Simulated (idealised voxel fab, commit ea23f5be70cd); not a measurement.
Name of the process module below: voxel spacer lines
Pictured: cross-section cut, 185 nm wide, on a grid of 5 nm square cells.
The cross-sections in this document take the form of a grid made of square cells. They are written out as bands, in order from top to bottom. Each band consists of one or more rows of cells. Heads up on the band format: heights come first, top then bottom, in nm. After that it's the materials left to right, each with its width in nm. A single material flagged "edge to edge" fills the whole band edge to edge, and "empty" means there's empty space there. Height is counted from the level 0, under which the received wafer is composed throughout of one material. The lowest of the bands is not closed at the bottom but continues downward, in the notation "top 0, no bottom". The notation "30->40" denotes a width that varies across the rows of cells in the band, beginning at the first number in the top row, finishing at the second number in the bottom row, and changing by an identical amount from each row to the next. Any step labelled "nothing different" changed none of the cells in the cross-section. Basically, "Enclosed void list" tells you about the enclosed voids: empty spaces with no open way to the top, 8 cells or bigger, each written width x height at distance, where distance is from the left edge, all in nm. Text after the settings on a step's line: the simulator's own remark on that step. overlay nm: step with mask; distance mask lay right of planned place; negative value = left of planned place.
-- Planned process steps
1,RECEIVE (material Si)
2,CONFORMAL_DEP (material Al2O3; thk nm 10)
3,DIRECTIONAL_DEP (material W; thk nm 15)
4,DIRECTIONAL_DEP (material aC; thk nm 20)
5,PATTERN (tone cover; mask id MANDREL; material resist; width nm 15; pitch nm 50; thk nm 30; overlay nm -15)
6,DIRECTIONAL_ETCH (etch materials aC; depth nm 20)
7,STRIP (etch materials resist)
8,CONFORMAL_DEP (material SiN; thk nm 10)
9,DIRECTIONAL_ETCH (etch materials SiN; depth nm 10)
10,STRIP (etch materials aC)
11,DIRECTIONAL_ETCH (etch materials W; depth nm 15)
12,STRIP (etch materials SiN)
13,FILL_DEP (material SiO2; thk nm 10)
14,CMP (height nm 25)
What sets these wafers apart? The overlay nm at step 5. They all start alike, and the plan carries the first wafer's value.
-- Here's the first of the wafers in cross-section, just as we got it, i.e. after step 1
> top 0, no bottom: Si edge to edge
> Enclosed void list: none
-- Take a look at the first of several wafers in cross-section: the module is done, and step 14 was its last step
> top 25, bottom 10: SiO2: 10 | W: 10 | SiO2: 15 | W: 10 | SiO2: 15 | W: 10 | SiO2: 15 | W: 10 | SiO2: 15 | W: 10 | SiO2: 15 | W: 10 | SiO2: 40
> top 10, bottom 0: Al2O3 edge to edge
> top 0, no bottom: Si edge to edge
> Enclosed void list: none
-- Cross-section, last wafer, module completion
> top 25, bottom 10: SiO2: 40 | W: 10 | SiO2: 15 | W: 10 | SiO2: 15 | W: 10 | SiO2: 15 | W: 10 | SiO2: 15 | W: 10 | SiO2: 15 | W: 10 | SiO2: 10
> top 10, bottom 0: Al2O3 edge to edge
> top 0, no bottom: Si edge to edge
> Enclosed void list: none
-- Rows = wafers. At module end, each row lists per material the cells gained (+) or lost (-) since the wafer was received, then the closed voids
overlay nm -15; +74 Al2O3; +75 SiO2; +36 W; Enclosed void list: none
overlay nm -10; +74 Al2O3; +75 SiO2; +36 W; Enclosed void list: none
overlay nm -5; +74 Al2O3; +75 SiO2; +36 W; Enclosed void list: none
overlay nm 0; +74 Al2O3; +75 SiO2; +36 W; Enclosed void list: none
overlay nm 5; +74 Al2O3; +75 SiO2; +36 W; Enclosed void list: none
overlay nm 10; +74 Al2O3; +75 SiO2; +36 W; Enclosed void list: none
overlay nm 15; +74 Al2O3; +75 SiO2; +36 W; Enclosed void list: none
